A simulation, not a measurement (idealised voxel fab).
process module | voxel wiring stack
cross-section cut | 215 nm wide | cells 5 nm
A cross-section is a grid of square cells, given in bands from the top down. A band is one or more rows of cells.
Each band's line starts with the height of the band's top and of its bottom, in nm. Then come its materials from left to right, each with its width in nm. One material with "throughout" fills the band from edge to edge. "air" is empty space.
Height 0 is the level under which the wafer as received is all one material. The lowest band goes on downwards, as in "0 down".
A width such as "30 to 40" changes by the same amount from each row of cells to the next, from the band's top row to its bottom row.
"no change" after a step means that no cell of the cross-section changed.
closed voids: empty space of 8 cells or more with no open way to the top, each as width x height at its distance from the left edge, in nm
after a step's settings: what the simulator itself notes on the step
overlay nm, on a step with a mask: how far to the right of its planned place the mask lay; to the left if negative
plan
1 op RECEIVE | material Si
2 op CONFORMAL_DEP | material SiO2 | thk nm 15
3 op CONFORMAL_DEP | material SiCN | thk nm 5
4 op DIRECTIONAL_DEP | material SiO2 | thk nm 25
5 op PATTERN | tone open | mask id METAL_1 | material resist | width nm 20 | pitch nm 45 | thk nm 15 | overlay nm 0
6 op DIRECTIONAL_ETCH | etch materials SiO2 | depth nm 25
7 op DIRECTIONAL_ETCH | etch materials SiCN | depth nm 5
8 op STRIP | etch materials resist
9 op CONFORMAL_DEP | material TiN | thk nm 5
10 op FILL_DEP | material W | thk nm 10
11 op CMP | height nm 45
12 op CONFORMAL_DEP | material SiCN | thk nm 5
13 op DIRECTIONAL_DEP | material lowk | thk nm 10
14 op PATTERN | tone open | mask id PLUG_1 | material resist | width nm 15 | pitch nm 90 | thk nm 20 | overlay nm 0
15 op DIRECTIONAL_ETCH | etch materials lowk | depth nm 10
16 op DIRECTIONAL_ETCH | etch materials SiCN | depth nm 5
17 op STRIP | etch materials resist
18 op CONFORMAL_DEP | material TiN | thk nm 5
19 op FILL_DEP | material Cu | thk nm 5
20 op CMP | height nm 60
21 op CONFORMAL_DEP | material SiCN | thk nm 5
22 op DIRECTIONAL_DEP | material lowk | thk nm 20
23 op DIRECTIONAL_DEP | material aC | thk nm 15
24 op PATTERN | tone open | mask id METAL_2 | material resist | width nm 20 | pitch nm 45 | thk nm 30 | overlay nm -15
25 op DIRECTIONAL_ETCH | etch materials aC | depth nm 15
26 op STRIP | etch materials resist
27 op DIRECTIONAL_ETCH | etch materials lowk | depth nm 20
28 op DIRECTIONAL_ETCH | etch materials SiCN | depth nm 5
29 op STRIP | etch materials aC
30 op CONFORMAL_DEP | material TiN | thk nm 5
31 op FILL_DEP | material Ru | thk nm 10
32 op CMP | height nm 85
33 op CONFORMAL_DEP | material SiCN | thk nm 5
34 op DIRECTIONAL_DEP | material SiO2 | thk nm 30
35 op PATTERN | tone open | mask id METAL_3 | material resist | width nm 20 | pitch nm 45 | thk nm 20 | overlay nm 0
36 op DIRECTIONAL_ETCH | etch materials SiO2 | depth nm 20
37 op STRIP | etch materials resist
38 op MASKED_ETCH | tone open | mask id METAL_3_HOLES | width nm 15 | pitch nm 90 | etch materials SiO2 | depth nm 10 | overlay nm 0
39 op MASKED_ETCH | tone open | mask id METAL_3_HOLES | width nm 15 | pitch nm 90 | etch materials SiCN | depth nm 5 | overlay nm 0
40 op CONFORMAL_DEP | material TiN | thk nm 5
41 op FILL_DEP | material Cu | thk nm 5
42 op CMP | height nm 120
43 op CONFORMAL_DEP | material SiCN | thk nm 5
varied across the wafers: overlay nm of step 24. The plan shows the first wafer's value. All wafers start alike
first wafer as received, after step 1
  0 down: Si throughout
  closed voids: none
first wafer at the end, after step 43
  125 to 120: SiCN throughout
  120 to 105: SiO2 50 | TiN 5 | Cu 10 | TiN 5 | SiO2 25 | TiN 5 | Cu 10 | TiN 5 | SiO2 25 | TiN 5 | Cu 10 | TiN 5 | SiO2 55
  105 to 100: SiO2 50 | TiN 5 | Cu 5 | TiN 10 | SiO2 25 | TiN 20 | SiO2 25 | TiN 5 | Cu 5 | TiN 10 | SiO2 55
  100 to 90: SiO2 50 | TiN 5 | Cu 5 | TiN 5 | SiO2 75 | TiN 5 | Cu 5 | TiN 5 | SiO2 60
  90 to 85: SiCN 50 | TiN 15 | SiCN 75 | TiN 15 | SiCN 60
  85 to 65: lowk 35 | TiN 5 | Ru 10 | TiN 5 | lowk 25 | TiN 5 | Ru 10 | TiN 5 | lowk 25 | TiN 5 | Ru 10 | TiN 5 | lowk 70
  65 to 60: SiCN 35 | TiN 20 | SiCN 25 | TiN 20 | SiCN 25 | TiN 20 | SiCN 70
  60 to 50: lowk 50 | TiN 5 | Cu 5 | TiN 5 | lowk 75 | TiN 5 | Cu 5 | TiN 5 | lowk 60
  50 to 45: SiCN 50 | TiN 15 | SiCN 75 | TiN 15 | SiCN 60
  45 to 20: SiO2 50 | TiN 5 | W 10 | TiN 5 | SiO2 25 | TiN 5 | W 10 | TiN 5 | SiO2 25 | TiN 5 | W 10 | TiN 5 | SiO2 55
  20 to 15: SiCN 50 | TiN 20 | SiCN 25 | TiN 20 | SiCN 25 | TiN 20 | SiCN 55
  15 to 0: SiO2 throughout
  0 down: Si throughout
  closed voids: none
last wafer at the end
  125 to 120: SiCN throughout
  120 to 105: SiO2 50 | TiN 5 | Cu 10 | TiN 5 | SiO2 25 | TiN 5 | Cu 10 | TiN 5 | SiO2 25 | TiN 5 | Cu 10 | TiN 5 | SiO2 55
  105 to 100: SiO2 50 | TiN 5 | Cu 5 | TiN 10 | SiO2 25 | TiN 20 | SiO2 25 | TiN 5 | Cu 5 | TiN 10 | SiO2 55
  100 to 90: SiO2 50 | TiN 5 | Cu 5 | TiN 5 | SiO2 75 | TiN 5 | Cu 5 | TiN 5 | SiO2 60
  90 to 85: SiCN 50 | TiN 15 | SiCN 75 | TiN 15 | SiCN 60
  85 to 65: lowk 65 | TiN 5 | Ru 10 | TiN 5 | lowk 25 | TiN 5 | Ru 10 | TiN 5 | lowk 25 | TiN 5 | Ru 10 | TiN 5 | lowk 40
  65 to 60: SiCN 65 | TiN 20 | SiCN 25 | TiN 20 | SiCN 25 | TiN 20 | SiCN 40
  60 to 50: lowk 50 | TiN 5 | Cu 5 | TiN 5 | lowk 75 | TiN 5 | Cu 5 | TiN 5 | lowk 60
  50 to 45: SiCN 50 | TiN 15 | SiCN 75 | TiN 15 | SiCN 60
  45 to 20: SiO2 50 | TiN 5 | W 10 | TiN 5 | SiO2 25 | TiN 5 | W 10 | TiN 5 | SiO2 25 | TiN 5 | W 10 | TiN 5 | SiO2 55
  20 to 15: SiCN 50 | TiN 20 | SiCN 25 | TiN 20 | SiCN 25 | TiN 20 | SiCN 55
  15 to 0: SiO2 throughout
  0 down: Si throughout
  closed voids: none
each wafer at the end: cells of each material gained (+) or lost (-) since it was received, then its closed voids
overlay nm -15 | +28 Cu | +24 Ru | +179 SiCN | +482 SiO2 | +134 TiN | +30 W | +198 lowk | closed voids: none
overlay nm -10 | +28 Cu | +24 Ru | +179 SiCN | +482 SiO2 | +134 TiN | +30 W | +198 lowk | closed voids: none
overlay nm -5 | +28 Cu | +24 Ru | +179 SiCN | +482 SiO2 | +134 TiN | +30 W | +198 lowk | closed voids: none
overlay nm 0 | +28 Cu | +24 Ru | +179 SiCN | +482 SiO2 | +134 TiN | +30 W | +198 lowk | closed voids: none
overlay nm 5 | +28 Cu | +24 Ru | +179 SiCN | +482 SiO2 | +134 TiN | +30 W | +198 lowk | closed voids: none
overlay nm 10 | +28 Cu | +24 Ru | +179 SiCN | +482 SiO2 | +134 TiN | +30 W | +198 lowk | closed voids: none
overlay nm 15 | +28 Cu | +24 Ru | +179 SiCN | +482 SiO2 | +134 TiN | +30 W | +198 lowk | closed voids: none
